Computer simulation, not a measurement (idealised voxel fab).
The name of this process module is voxel plated lines.
Xsec cut, 260 nm wide, square cell size 5 nm.
Format of a cross-section: grid, square cells. Given as bands. Order: top down. Band: one or more rows of cells.
Look at the band entry: it leads with the top's height and the bottom's height in nm. Then it lists the materials left to right, with a width in nm for each. The word "everywhere" on a single material says that material fills the band edge to edge. The word "air" is empty space.
Heights from 0 (as-received wafer is one material below). Bottom band endless downward, as "0 and below".
A two-number width, for instance "30->40", indicates that the width is equal to the first number in the top row of the band and to the second number in the bottom row, and that it changes by a constant amount per row of cells.
Any step labelled "same as before" changed none of the cells in the cross-section.
Closed-off voids of 8+ cells (no open route to the top) go in "Closed void listing", written width x height at distance from the left edge, in nm.
Where a step's line continues beyond its settings, the continuation is a remark by the simulator itself on that step.
Each step line may optionally specify "overlay nm", which for a step with a mask gives the rightward distance between the mask's planned place and where it lay, a negative value indicating the leftward direction.

### Listed below are the process steps as planned
1: RECEIVE [material Si]
2: CONFORMAL_DEP [material SiO2] [thk nm 10]
3: DIRECTIONAL_DEP [material TiN] [thk nm 5]
4: PATTERN [tone open] [mask id LINES] [material resist] [width nm 20] [pitch nm 35] [thk nm 35] [overlay nm 0]
5: EPI [material Ru] [thk nm 10]
6: EPI [material Ru] [thk nm 5]
7: EPI [material Ru] [thk nm 5]
8: STRIP [etch materials resist]
9: DIRECTIONAL_ETCH [etch materials TiN] [depth nm 5]
10: CONFORMAL_DEP [material SiN] [thk nm 5]

### Cross-section, incoming material, after step 1
- 0 and below = Si everywhere
- Closed void listing: none

### Wafer at module end, in section. Began as above, planned as above, run with one mistake
- 40 down to 35 = air=80; SiO2=30; air=5; SiO2=30; air=5; SiO2=30; air=80
- 35 down to 15 = air=80; SiO2=5; Ru=20; SiO2=5; air=5; SiO2=5; Ru=20; SiO2=5; air=5; SiO2=5; Ru=20; SiO2=5; air=80
- 15 down to 10 = SiO2=85; TiN=20; SiO2=15; TiN=20; SiO2=15; TiN=20; SiO2=85
- 10 down to 0 = SiO2 everywhere
- 0 and below = Si everywhere
- Closed void listing: none
Heads up, the wafer didn't run the way we planned it: step 10 did not use the planned setting and instead ran as CONFORMAL_DEP [material SiO2] [thk nm 5]
